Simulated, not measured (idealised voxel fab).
process module | voxel trench capacitor
cross-section cut | 295 nm wide | cells 5 nm
A cross-section is a grid of square cells, given in bands from the top down. A band is one or more rows of cells.
Each band's line starts with the height of the band's top and of its bottom, in nm. Then come its materials from left to right, each with its width in nm. One material with "throughout" fills the band from edge to edge. "air" is empty space.
Height 0 is the level under which the wafer as received is all one material. The lowest band goes on downwards, as in "0 down".
A width such as "30 to 40" changes by the same amount from each row of cells to the next, from the band's top row to its bottom row.
"no change" after a step means that no cell of the cross-section changed.
closed voids: empty space of 8 cells or more with no open way to the top, each as width x height at its distance from the left edge, in nm
after a step's settings: what the simulator itself notes on the step
overlay nm, on a step with a mask: how far to the right of its planned place the mask lay; to the left if negative
plan
1 op RECEIVE | material Si
2 op CONFORMAL_DEP | material SiN | thk nm 10
3 op DIRECTIONAL_DEP | material aC | thk nm 10
4 op PATTERN | tone open | mask id TRENCH | material resist | width nm 25 | pitch nm 45 | thk nm 30 | overlay nm -15
5 op DIRECTIONAL_ETCH | etch materials aC | depth nm 10
6 op STRIP | etch materials resist
7 op DIRECTIONAL_ETCH | etch materials SiN | depth nm 10
8 op DIRECTIONAL_ETCH | etch materials Si | depth nm 30
9 op STRIP | etch materials aC
10 op CONFORMAL_DEP | material Al2O3 | thk nm 5
11 op FILL_DEP | material polySi | thk nm 5
12 op CMP | height nm 10
varied across the wafers: overlay nm of step 4. The plan shows the first wafer's value. All wafers start alike
first wafer as received, after step 1
  0 down: Si throughout
  closed voids: none
each wafer at the end: cells of each material gained (+) or lost (-) since it was received, then its closed voids
overlay nm -15 | +76 Al2O3 | -120 Si | +78 SiN | +84 polySi | closed voids: none
overlay nm -10 | +76 Al2O3 | -120 Si | +78 SiN | +84 polySi | closed voids: none
overlay nm -5 | +76 Al2O3 | -120 Si | +78 SiN | +84 polySi | closed voids: none
overlay nm 0 | +76 Al2O3 | -120 Si | +78 SiN | +84 polySi | closed voids: none
overlay nm 5 | +76 Al2O3 | -120 Si | +78 SiN | +84 polySi | closed voids: none
overlay nm 10 | +76 Al2O3 | -120 Si | +78 SiN | +84 polySi | closed voids: none
overlay nm 15 | +76 Al2O3 | -120 Si | +78 SiN | +84 polySi | closed voids: none
